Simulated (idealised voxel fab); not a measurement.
voxel transistor to metal: a process module
The width of the displayed cross-section, cut, is 285 nm; its cells are square, with a size of 5 nm.
Cross-section spec: square-cell grid; bands listed top down; each band is one or more rows.
Look at the band entry: it leads with the top's height and the bottom's height in nm. Then it lists the materials left to right, with a width in nm for each. The word "everywhere" on a single material says that material fills the band edge to edge. The word "empty" is empty space.
Below 0: as-received wafer, all one material; heights counted from there. Lowest band: no bottom, goes on down, written "from 0 down".
The two numbers in a width such as "30..40" mark its ends across the band: the first belongs to the top row of cells, the second to the bottom row, and from each row to the next the width moves by the same amount.
Basically "same as before" means that step didn't change any cell in the cross-section.
"Entrapped voids" specifies each empty space that is not open to the top and that occupies no fewer than 8 cells, using the form width x height at distance, the distance measured from the left edge and all three quantities in nm.
Post-settings text on a step line: simulator's own remark regarding the step.
overlay nm: where the mask lay relative to plan, measured to the right, on steps with a mask; negatives go left.
### Intended process steps
- 1: RECEIVE (material Si)
- 2: CONFORMAL_DEP (material SiO2; thk nm 5)
- 3: CONFORMAL_DEP (material SiN; thk nm 10)
- 4: PATTERN (tone cover; mask id ACTIVE; material resist; width nm 115; pitch nm 135; thk nm 20; overlay nm 0)
- 5: DIRECTIONAL_ETCH (etch materials SiN; depth nm 10)
- 6: DIRECTIONAL_ETCH (etch materials SiO2; depth nm 5)
- 7: DIRECTIONAL_ETCH (etch materials Si; depth nm 20)
- 8: STRIP (etch materials resist)
- 9: FILL_DEP (material SiO2; thk nm 5)
- 10: CMP (height nm 15)
- 11: SELECTIVE_ETCH (etch materials SiO2; depth nm 10)
- 12: STRIP (etch materials SiN)
- 13: SELECTIVE_ETCH (etch materials SiO2; depth nm 5)
- 14: OXIDIZE (depth nm 5)
- 15: DIRECTIONAL_DEP (material polySi; thk nm 30)
- 16: DIRECTIONAL_DEP (material SiCN; thk nm 15)
- 17: PATTERN (tone cover; mask id GATE; material resist; width nm 25; pitch nm 135; thk nm 20; overlay nm 0)
- 18: DIRECTIONAL_ETCH (etch materials SiCN; depth nm 25)
- 19: DIRECTIONAL_ETCH (etch materials polySi; depth nm 40)
- 20: STRIP (etch materials resist)
- 21: CONFORMAL_DEP (material SiO2; thk nm 5)
- 22: DIRECTIONAL_ETCH (etch materials SiO2; depth nm 5)
- 23: CONFORMAL_DEP (material SiN; thk nm 5)
- 24: DIRECTIONAL_ETCH (etch materials SiN; depth nm 5)
- 25: DIRECTIONAL_ETCH (etch materials SiO2; depth nm 5)
- 26: DIRECTIONAL_ETCH (etch materials Si; depth nm 10)
- 27: EPI (material pSi; thk nm 15)
- 28: FILL_DEP (material SiO2; thk nm 5)
- 29: CMP (height nm 45)
- 30: DIRECTIONAL_DEP (material SiO2; thk nm 10)
- 31: PATTERN (tone open; mask id CONTACT; material resist; width nm 15; thk nm 15; overlay nm 0)
- 32: DIRECTIONAL_ETCH (etch materials SiO2; depth nm 55)
- 33: STRIP (etch materials resist)
- 34: CONFORMAL_DEP (material TiN; thk nm 5)
- 35: FILL_DEP (material W; thk nm 10)
- 36: CMP (height nm 55)
- 37: CONFORMAL_DEP (material SiCN; thk nm 5)
- 38: DIRECTIONAL_DEP (material SiO2; thk nm 20)
- 39: DIRECTIONAL_DEP (material aC; thk nm 10)
- 40: PATTERN (tone open; mask id METAL_1; material resist; width nm 15; thk nm 30; overlay nm 0)
- 41: DIRECTIONAL_ETCH (etch materials aC; depth nm 10)
- 42: STRIP (etch materials resist)
- 43: DIRECTIONAL_ETCH (etch materials SiO2; depth nm 20)
- 44: DIRECTIONAL_ETCH (etch materials SiCN; depth nm 5)
- 45: STRIP (etch materials aC)
- 46: CONFORMAL_DEP (material TiN; thk nm 5)
- 47: FILL_DEP (material Cu; thk nm 5)
- 48: CMP (height nm 80)
- 49: CONFORMAL_DEP (material SiCN; thk nm 5)
- 50: DIRECTIONAL_DEP (material lowk; thk nm 35)
- 51: PATTERN (tone open; mask id METAL_2; material resist; width nm 15; pitch nm 135; thk nm 15; overlay nm 0)
- 52: DIRECTIONAL_ETCH (etch materials lowk; depth nm 20)
- 53: STRIP (etch materials resist)
- 54: MASKED_ETCH (tone open; mask id METAL_2_HOLES; width nm 15; pitch nm 135; etch materials lowk; depth nm 15; overlay nm 0)
- 55: MASKED_ETCH (tone open; mask id METAL_2_HOLES; width nm 15; pitch nm 135; etch materials SiCN; depth nm 5; overlay nm 0)
- 56: CONFORMAL_DEP (material TiN; thk nm 5)
- 57: FILL_DEP (material Ru; thk nm 5)
- 58: CMP (height nm 120)
- 59: CONFORMAL_DEP (material SiN; thk nm 5)
### Cross-section of the wafer upon arrival, representing the state reached after step 1
	from 0 down  Si everywhere
	Entrapped voids: none
### Cross-section, first of two wafers, end of module, run as planned
	from 125 to 120  SiN everywhere
	from 120 to 85  lowk (25)  TiN (5)  Ru (5)  TiN (5)  lowk (120)  TiN (5)  Ru (5)  TiN (5)  lowk (110)
	from 85 to 80  SiCN (25)  TiN (15)  SiCN (120)  TiN (15)  SiCN (110)
	from 80 to 60  SiO2 (25)  TiN (5)  Cu (5)  TiN (5)  SiO2 (65)  TiN (5)  Cu (5)  TiN (5)  SiO2 (40)  TiN (5)  Cu (5)  TiN (5)  SiO2 (65)  TiN (5)  Cu (5)  TiN (5)  SiO2 (30)
	from 60 to 55  SiCN (25)  TiN (15)  SiCN (65)  TiN (15)  SiCN (40)  TiN (15)  SiCN (65)  TiN (15)  SiCN (30)
	from 55 to 45  SiO2 (25)  TiN (5)  W (5)  TiN (5)  SiO2 (65)  TiN (5)  W (5)  TiN (5)  SiO2 (40)  TiN (5)  W (5)  TiN (5)  SiO2 (65)  TiN (5)  W (5)  TiN (5)  SiO2 (30)
	from 45 to 30  SiO2 (25)  TiN (5)  W (5)  TiN (5)  SiO2 (10)  SiN (5)  SiO2 (5)  SiCN (25)  SiO2 (5)  SiN (5)  SiO2 (10)  TiN (5)  W (5)  TiN (5)  SiO2 (40)  TiN (5)  W (5)  TiN (5)  SiO2 (10)  SiN (5)  SiO2 (5)  SiCN (25)  SiO2 (5)  SiN (5)  SiO2 (10)  TiN (5)  W (5)  TiN (5)  SiO2 (30)
	from 30 to 15  SiO2 (25)  TiN (5)  W (5)  TiN (5)  SiO2 (10)  SiN (5)  SiO2 (5)  polySi (25)  SiO2 (5)  SiN (5)  SiO2 (10)  TiN (5)  W (5)  TiN (5)  SiO2 (40)  TiN (5)  W (5)  TiN (5)  SiO2 (10)  SiN (5)  SiO2 (5)  polySi (25)  SiO2 (5)  SiN (5)  SiO2 (10)  TiN (5)  W (5)  TiN (5)  SiO2 (30)
	from 15 to 10  SiO2 (25)  TiN (15)  SiO2 (10)  SiN (5)  SiO2 (5)  polySi (25)  SiO2 (5)  SiN (5)  SiO2 (10)  TiN (15)  SiO2 (40)  TiN (15)  SiO2 (10)  SiN (5)  SiO2 (5)  polySi (25)  SiO2 (5)  SiN (5)  SiO2 (10)  TiN (15)  SiO2 (30)
	from 10 to 0  SiO2 (25)  TiN (10)  pSi (15)  SiN (5)  SiO2 (5)  polySi (25)  SiO2 (5)  SiN (5)  pSi (15)  TiN (10)  SiO2 (40)  TiN (10)  pSi (15)  SiN (5)  SiO2 (5)  polySi (25)  SiO2 (5)  SiN (5)  pSi (15)  TiN (10)  SiO2 (30)
	from 0 to -5  SiO2 (10)  pSi (40)  SiO2 (45)  pSi (40)  SiO2 (10)  pSi (40)  SiO2 (45)  pSi (40)  SiO2 (15)
	from -5 to -15  SiO2 (15)  pSi (35)  Si (45)  pSi (35)  SiO2 (20)  pSi (35)  Si (45)  pSi (35)  SiO2 (20)
	from -15 to -20  SiO2 (15)  Si (115)  SiO2 (20)  Si (115)  SiO2 (20)
	from -20 down  Si everywhere
	Entrapped voids: none
### Second wafer through the module, sectioned at the end: same beginning and same plan as the first wafer, with one mistake in carrying it out
	from 125 to 120  SiN everywhere
	from 120 to 85  lowk (25)  TiN (5)  Ru (5)  TiN (5)  lowk (120)  TiN (5)  Ru (5)  TiN (5)  lowk (110)
	from 85 to 80  SiCN (25)  TiN (15)  SiCN (120)  TiN (15)  SiCN (110)
	from 80 to 60  SiO2 (25)  TiN (5)  Cu (5)  TiN (5)  SiO2 (65)  TiN (5)  Cu (5)  TiN (5)  SiO2 (40)  TiN (5)  Cu (5)  TiN (5)  SiO2 (65)  TiN (5)  Cu (5)  TiN (5)  SiO2 (30)
	from 60 to 55  SiCN (25)  TiN (15)  SiCN (65)  TiN (15)  SiCN (40)  TiN (15)  SiCN (65)  TiN (15)  SiCN (30)
	from 55 to 45  SiO2 (25)  TiN (5)  W (5)  TiN (5)  SiO2 (65)  TiN (5)  W (5)  TiN (5)  SiO2 (40)  TiN (5)  W (5)  TiN (5)  SiO2 (65)  TiN (5)  W (5)  TiN (5)  SiO2 (30)
	from 45 to 30  SiO2 (25)  TiN (5)  W (5)  TiN (5)  SiO2 (15)  SiN (5)  SiO2 (5)  SiCN (15)  SiO2 (5)  SiN (5)  SiO2 (15)  TiN (5)  W (5)  TiN (5)  SiO2 (40)  TiN (5)  W (5)  TiN (5)  SiO2 (15)  SiN (5)  SiO2 (5)  SiCN (15)  SiO2 (5)  SiN (5)  SiO2 (15)  TiN (5)  W (5)  TiN (5)  SiO2 (30)
	from 30 to 10  SiO2 (25)  TiN (5)  W (5)  TiN (5)  SiO2 (15)  SiN (5)  SiO2 (5)  polySi (15)  SiO2 (5)  SiN (5)  SiO2 (15)  TiN (5)  W (5)  TiN (5)  SiO2 (40)  TiN (5)  W (5)  TiN (5)  SiO2 (15)  SiN (5)  SiO2 (5)  polySi (15)  SiO2 (5)  SiN (5)  SiO2 (15)  TiN (5)  W (5)  TiN (5)  SiO2 (30)
	from 10 to 5  SiO2 (25)  TiN (5)  W (5)  TiN (5)  pSi (15)  SiN (5)  SiO2 (5)  polySi (15)  SiO2 (5)  SiN (5)  pSi (15)  TiN (5)  W (5)  TiN (5)  SiO2 (40)  TiN (5)  W (5)  TiN (5)  pSi (15)  SiN (5)  SiO2 (5)  polySi (15)  SiO2 (5)  SiN (5)  pSi (15)  TiN (5)  W (5)  TiN (5)  SiO2 (30)
	from 5 to 0  SiO2 (25)  TiN (15)  pSi (15)  SiN (5)  SiO2 (5)  polySi (15)  SiO2 (5)  SiN (5)  pSi (15)  TiN (15)  SiO2 (40)  TiN (15)  pSi (15)  SiN (5)  SiO2 (5)  polySi (15)  SiO2 (5)  SiN (5)  pSi (15)  TiN (15)  SiO2 (30)
	from 0 to -5  SiO2 (10)  pSi (45)  SiO2 (35)  pSi (45)  SiO2 (10)  pSi (45)  SiO2 (35)  pSi (45)  SiO2 (15)
	from -5 to -15  SiO2 (15)  pSi (40)  Si (35)  pSi (40)  SiO2 (20)  pSi (40)  Si (35)  pSi (40)  SiO2 (20)
	from -15 to -20  SiO2 (15)  Si (115)  SiO2 (20)  Si (115)  SiO2 (20)
	from -20 down  Si everywhere
	Entrapped voids: none
Want to know what went wrong? heads up, step 17 didn't go per plan, it actually ran as PATTERN (tone cover; mask id GATE; material resist; width nm 15; pitch nm 135; thk nm 20; overlay nm 0)
The closing comparison, in cells, has the second wafer with more or fewer of some materials than the first: Si: 8 fewer, SiCN: 12 fewer, SiO2: 24 more, W: 8 more, pSi: 12 more, polySi: 24 fewer
